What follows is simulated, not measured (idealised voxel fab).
A process module follows: voxel wiring stack.
It is cross-section cut that appears here, measuring 210 nm in width, its square cells being 5 nm in size.
A cross-section is a grid of square cells, given in bands from the top down. A band is one or more rows of cells. The entry gives the band's vertical extent as a top height and a bottom height in nm, then its horizontal make-up as materials from left to right, each with a width in nm. "air" stands for empty space; a single material marked "edge to edge" fills the band edge to edge. Heights are reckoned from 0. Under this level, the received wafer is all of one material. The bottommost band is open-ended downward, for example "from 0 down". Note: "30->40" means the width goes from the first number (top row of the band) to the second number (bottom row) in equal steps per row of cells. Key: "no change" - step with no changed cell in the cross-section. "Fully sealed voids" lists enclosed empty spaces (at least 8 cells, no open path upward to the top), each as width x height at distance from the left edge, in nm. Note: text after step settings on the step line = simulator remark on that step. overlay nm: how far to the right of its planned place the mask lay on this masked step (negative: to the left).
# So here's the lineup of process steps we planned
1,RECEIVE with material Si
2,CONFORMAL_DEP with material SiO2, thk nm 15
3,CONFORMAL_DEP with material SiCN, thk nm 5
4,DIRECTIONAL_DEP with material lowk, thk nm 15
5,PATTERN with tone open, mask id METAL_1, material resist, width nm 30, pitch nm 45, thk nm 15, overlay nm 0
6,DIRECTIONAL_ETCH with etch materials lowk, depth nm 15
7,DIRECTIONAL_ETCH with etch materials SiCN, depth nm 5
8,STRIP with etch materials resist
9,CONFORMAL_DEP with material TiN, thk nm 5
10,FILL_DEP with material W, thk nm 5
11,CMP with height nm 35
12,CONFORMAL_DEP with material SiCN, thk nm 5
13,DIRECTIONAL_DEP with material lowk, thk nm 20
14,PATTERN with tone open, mask id PLUG_1, material resist, width nm 15, pitch nm 45, thk nm 20, overlay nm 0
15,DIRECTIONAL_ETCH with etch materials lowk, depth nm 20
16,DIRECTIONAL_ETCH with etch materials SiCN, depth nm 5
17,STRIP with etch materials resist
18,CONFORMAL_DEP with material TiN, thk nm 5
19,FILL_DEP with material Ru, thk nm 10
20,CMP with height nm 60
21,DIRECTIONAL_DEP with material TiN, thk nm 5
22,DIRECTIONAL_DEP with material W, thk nm 25
23,DIRECTIONAL_DEP with material aC, thk nm 10
24,PATTERN with tone cover, mask id METAL_2, material resist, width nm 30, pitch nm 45, thk nm 30, overlay nm 0
25,DIRECTIONAL_ETCH with etch materials aC, depth nm 10
26,STRIP with etch materials resist
27,DIRECTIONAL_ETCH with etch materials W, depth nm 25
28,DIRECTIONAL_ETCH with etch materials TiN, depth nm 5
29,STRIP with etch materials aC
30,FILL_DEP with material lowk, thk nm 5
31,CMP with height nm 90
32,CONFORMAL_DEP with material SiCN, thk nm 5
33,DIRECTIONAL_DEP with material SiO2, thk nm 35
34,PATTERN with tone open, mask id METAL_3_HOLES, material resist, width nm 15, pitch nm 45, thk nm 20, overlay nm 0
35,DIRECTIONAL_ETCH with etch materials SiO2, depth nm 35
36,STRIP with etch materials resist
37,DIRECTIONAL_DEP with material aC, thk nm 15
38,PATTERN with tone open, mask id METAL_3, material resist, width nm 30, pitch nm 45, thk nm 30, overlay nm 0
39,DIRECTIONAL_ETCH with etch materials aC, depth nm 15
40,STRIP with etch materials resist
41,DIRECTIONAL_ETCH with etch materials SiO2, depth nm 20
42,DIRECTIONAL_ETCH with etch materials SiCN, depth nm 5
43,STRIP with etch materials aC
44,CONFORMAL_DEP with material TiN, thk nm 5
45,FILL_DEP with material Ru, thk nm 10
46,CMP with height nm 130
47,CONFORMAL_DEP with material SiN, thk nm 5
# The cross-section here shows the wafer as received, i.e. in its state after step 1
from 0 down | Si edge to edge
Fully sealed voids: none
# Cross-section taken at module completion on the first of two wafers; processed per the plan
from 135 to 130 | SiN edge to edge
from 130 to 115 | SiO2 20 nm, TiN 5 nm, Ru 20 nm, TiN 5 nm, SiO2 15 nm, TiN 5 nm, Ru 20 nm, TiN 5 nm, SiO2 15 nm, TiN 5 nm, Ru 20 nm, TiN 5 nm, SiO2 15 nm, TiN 5 nm, Ru 20 nm, TiN 5 nm, SiO2 25 nm
from 115 to 110 | SiO2 20 nm, TiN 5 nm, Ru 5 nm, TiN 20 nm, SiO2 15 nm, TiN 5 nm, Ru 5 nm, TiN 20 nm, SiO2 15 nm, TiN 5 nm, Ru 5 nm, TiN 20 nm, SiO2 15 nm, TiN 5 nm, Ru 5 nm, TiN 20 nm, SiO2 25 nm
from 110 to 95 | SiO2 20 nm, TiN 5 nm, Ru 5 nm, TiN 5 nm, SiO2 30 nm, TiN 5 nm, Ru 5 nm, TiN 5 nm, SiO2 30 nm, TiN 5 nm, Ru 5 nm, TiN 5 nm, SiO2 30 nm, TiN 5 nm, Ru 5 nm, TiN 5 nm, SiO2 40 nm
from 95 to 90 | SiCN 20 nm, TiN 15 nm, SiCN 30 nm, TiN 15 nm, SiCN 30 nm, TiN 15 nm, SiCN 30 nm, TiN 15 nm, SiCN 40 nm
from 90 to 65 | lowk 20 nm, W 30 nm, lowk 15 nm, W 30 nm, lowk 15 nm, W 30 nm, lowk 15 nm, W 30 nm, lowk 25 nm
from 65 to 60 | lowk 20 nm, TiN 30 nm, lowk 15 nm, TiN 30 nm, lowk 15 nm, TiN 30 nm, lowk 15 nm, TiN 30 nm, lowk 25 nm
from 60 to 40 | lowk 20 nm, TiN 5 nm, Ru 5 nm, TiN 5 nm, lowk 30 nm, TiN 5 nm, Ru 5 nm, TiN 5 nm, lowk 30 nm, TiN 5 nm, Ru 5 nm, TiN 5 nm, lowk 30 nm, TiN 5 nm, Ru 5 nm, TiN 5 nm, lowk 40 nm
from 40 to 35 | SiCN 20 nm, TiN 15 nm, SiCN 30 nm, TiN 15 nm, SiCN 30 nm, TiN 15 nm, SiCN 30 nm, TiN 15 nm, SiCN 40 nm
from 35 to 20 | lowk 20 nm, TiN 5 nm, W 20 nm, TiN 5 nm, lowk 15 nm, TiN 5 nm, W 20 nm, TiN 5 nm, lowk 15 nm, TiN 5 nm, W 20 nm, TiN 5 nm, lowk 15 nm, TiN 5 nm, W 20 nm, TiN 5 nm, lowk 25 nm
from 20 to 15 | SiCN 20 nm, TiN 30 nm, SiCN 15 nm, TiN 30 nm, SiCN 15 nm, TiN 30 nm, SiCN 15 nm, TiN 30 nm, SiCN 25 nm
from 15 to 0 | SiO2 edge to edge
from 0 down | Si edge to edge
Fully sealed voids: none
# Wafer two, end of module, cross-section. Same start, same plan as wafer one. One mistake in the run
from 135 to 130 | SiN edge to edge
from 130 to 115 | SiO2 20 nm, TiN 5 nm, Ru 20 nm, TiN 5 nm, SiO2 15 nm, TiN 5 nm, Ru 20 nm, TiN 5 nm, SiO2 15 nm, TiN 5 nm, Ru 20 nm, TiN 5 nm, SiO2 15 nm, TiN 5 nm, Ru 20 nm, TiN 5 nm, SiO2 25 nm
from 115 to 110 | SiO2 20 nm, TiN 5 nm, Ru 5 nm, TiN 20 nm, SiO2 15 nm, TiN 5 nm, Ru 5 nm, TiN 20 nm, SiO2 15 nm, TiN 5 nm, Ru 5 nm, TiN 20 nm, SiO2 15 nm, TiN 5 nm, Ru 5 nm, TiN 20 nm, SiO2 25 nm
from 110 to 95 | SiO2 20 nm, TiN 5 nm, Ru 5 nm, TiN 5 nm, SiO2 30 nm, TiN 5 nm, Ru 5 nm, TiN 5 nm, SiO2 30 nm, TiN 5 nm, Ru 5 nm, TiN 5 nm, SiO2 30 nm, TiN 5 nm, Ru 5 nm, TiN 5 nm, SiO2 40 nm
from 95 to 90 | SiCN 20 nm, TiN 15 nm, SiCN 30 nm, TiN 15 nm, SiCN 30 nm, TiN 15 nm, SiCN 30 nm, TiN 15 nm, SiCN 40 nm
from 90 to 65 | lowk 20 nm, W 30 nm, lowk 15 nm, W 30 nm, lowk 15 nm, W 30 nm, lowk 15 nm, W 30 nm, lowk 25 nm
from 65 to 60 | lowk 20 nm, TiN 30 nm, lowk 15 nm, TiN 30 nm, lowk 15 nm, TiN 30 nm, lowk 15 nm, TiN 30 nm, lowk 25 nm
from 60 to 40 | lowk 20 nm, TiN 5 nm, Ru 5 nm, TiN 5 nm, lowk 30 nm, TiN 5 nm, Ru 5 nm, TiN 5 nm, lowk 30 nm, TiN 5 nm, Ru 5 nm, TiN 5 nm, lowk 30 nm, TiN 5 nm, Ru 5 nm, TiN 5 nm, lowk 40 nm
from 40 to 35 | SiCN 20 nm, TiN 15 nm, SiCN 30 nm, TiN 15 nm, SiCN 30 nm, TiN 15 nm, SiCN 30 nm, TiN 15 nm, SiCN 40 nm
from 35 to 20 | lowk 30 nm, TiN 5 nm, W 20 nm, TiN 5 nm, lowk 15 nm, TiN 5 nm, W 20 nm, TiN 5 nm, lowk 15 nm, TiN 5 nm, W 20 nm, TiN 5 nm, lowk 15 nm, TiN 5 nm, W 20 nm, TiN 5 nm, lowk 15 nm
from 20 to 15 | SiCN 30 nm, TiN 30 nm, SiCN 15 nm, TiN 30 nm, SiCN 15 nm, TiN 30 nm, SiCN 15 nm, TiN 30 nm, SiCN 15 nm
from 15 to 0 | SiO2 edge to edge
from 0 down | Si edge to edge
Fully sealed voids: none
Deviation noted in wafer processing: step 5 ran as: PATTERN with tone open, mask id METAL_1, material resist, width nm 30, pitch nm 45, thk nm 15, overlay nm 10
Same inventory, different map: at the end, the second wafer holds as many cells of each material as the first, placed elsewhere.
